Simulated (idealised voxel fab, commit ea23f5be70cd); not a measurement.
This is a process module. Its name is voxel transistor to metal.
The cross-section shown here is cut; it is 295 nm wide and divided into square cells measuring 5 nm on a side.
We lay out every cross-section as a grid of square cells and spell it out in bands from the top down, where one band means one or more rows of cells. Heights first: top, then bottom, in nm. Then materials, left to right, each with a width in nm. "edge to edge" on a single material: fills the band edge to edge. "air": empty space. Heads up on the height convention: 0 is the point under which the incoming wafer is all one material, and the lowest band has no bottom, it just keeps going down, like "0 nm and below". The width entry "30->40" should be interpreted row by row: the top row of cells in the band takes the first number, the bottom row takes the second number, and the change between adjacent rows is uniform throughout. You'll sometimes find "everything unchanged" written for a step, and that's the way of saying that nowhere in the cross-section did a cell change during that step. What "Unvented cavities" gives you is every empty space of 8 cells or more that is cut off from the top. Each appears as width x height at distance, with the distance taken from the left edge and width, height and distance all in nm. Read whatever lies past the settings on a step's line as the simulator's own remark about the step. You can add "overlay nm" to a step's line. For a step with a mask, it describes how far the mask lay to the right of its planned position, and a negative number describes a lay to the left.

Steps planned for the process
1 op RECEIVE | material Si
2 op CONFORMAL_DEP | material SiO2 | thk nm 5
3 op CONFORMAL_DEP | material SiN | thk nm 10
4 op PATTERN | tone cover | mask id ACTIVE | material resist | width nm 115 | pitch nm 145 | thk nm 15 | overlay nm 0
5 op DIRECTIONAL_ETCH | etch materials SiN | depth nm 10
6 op DIRECTIONAL_ETCH | etch materials SiO2 | depth nm 5
7 op DIRECTIONAL_ETCH | etch materials Si | depth nm 20
8 op STRIP | etch materials resist
9 op OXIDIZE | depth nm 5
10 op FILL_DEP | material SiO2 | thk nm 5
11 op CMP | height nm 15
12 op SELECTIVE_ETCH | etch materials SiO2 | depth nm 10
13 op STRIP | etch materials SiN
14 op SELECTIVE_ETCH | etch materials SiO2 | depth nm 5
15 op OXIDIZE | depth nm 5
16 op DIRECTIONAL_DEP | material polySi | thk nm 30
17 op DIRECTIONAL_DEP | material SiCN | thk nm 10
18 op DIRECTIONAL_DEP | material aC | thk nm 10
19 op PATTERN | tone cover | mask id GATE | material resist | width nm 35 | pitch nm 145 | thk nm 25 | overlay nm 0
20 op DIRECTIONAL_ETCH | etch materials aC | depth nm 10
21 op STRIP | etch materials resist
22 op DIRECTIONAL_ETCH | etch materials SiCN | depth nm 20
23 op DIRECTIONAL_ETCH | etch materials polySi | depth nm 40
24 op STRIP | etch materials aC
25 op CONFORMAL_DEP | material SiN | thk nm 10
26 op DIRECTIONAL_ETCH | etch materials SiN | depth nm 10
27 op DIRECTIONAL_ETCH | etch materials SiO2 | depth nm 5
28 op EPI | material pSi | thk nm 5
29 op FILL_DEP | material SiO2 | thk nm 10
30 op CMP | height nm 30
31 op STRIP | etch materials polySi
32 op SELECTIVE_ETCH | etch materials SiO2 | depth nm 5
33 op CONFORMAL_DEP | material HfO2 | thk nm 5
34 op CONFORMAL_DEP | material TiN | thk nm 5
35 op FILL_DEP | material W | thk nm 10
36 op CMP | height nm 25
37 op DIRECTIONAL_DEP | material SiO2 | thk nm 10
38 op MASKED_ETCH | tone open | mask id CONTACT | width nm 15 | etch materials SiO2 | depth nm 35 | overlay nm 0
39 op CONFORMAL_DEP | material TiN | thk nm 5
40 op FILL_DEP | material Ru | thk nm 5
41 op CMP | height nm 35
42 op DIRECTIONAL_DEP | material TiN | thk nm 5
43 op DIRECTIONAL_DEP | material Ru | thk nm 15
44 op DIRECTIONAL_DEP | material aC | thk nm 15
45 op PATTERN | tone cover | mask id METAL_1 | material resist | width nm 15 | thk nm 30 | overlay nm 0
46 op DIRECTIONAL_ETCH | etch materials aC | depth nm 15
47 op STRIP | etch materials resist
48 op DIRECTIONAL_ETCH | etch materials Ru | depth nm 15
49 op DIRECTIONAL_ETCH | etch materials TiN | depth nm 5
50 op STRIP | etch materials aC
51 op CONFORMAL_DEP | material SiN | thk nm 5
52 op FILL_DEP | material lowk | thk nm 5
53 op CMP | height nm 55
54 op CONFORMAL_DEP | material SiN | thk nm 5
Be aware that, although all wafers share a common starting state, the width nm at step 45 differs among them, and the plan displays the first wafer's value.

The first of several wafers in cross-section, exactly as it reached us after step 1
* 0 nm and below | Si edge to edge
* Unvented cavities: none

Per wafer, end of module: cells gained (+) or lost (-) per material since receipt, then closed voids
width nm 15, +38 HfO2, +60 Ru, -127 Si, +170 SiN, +304 SiO2, +98 TiN, +24 W, +117 lowk, +24 pSi, Unvented cavities: none
width nm 20, +38 HfO2, +72 Ru, -127 Si, +166 SiN, +304 SiO2, +102 TiN, +24 W, +105 lowk, +24 pSi, Unvented cavities: none
width nm 25, +38 HfO2, +84 Ru, -127 Si, +162 SiN, +304 SiO2, +106 TiN, +24 W, +93 lowk, +24 pSi, Unvented cavities: none
width nm 30, +38 HfO2, +96 Ru, -127 Si, +158 SiN, +304 SiO2, +110 TiN, +24 W, +81 lowk, +24 pSi, Unvented cavities: none
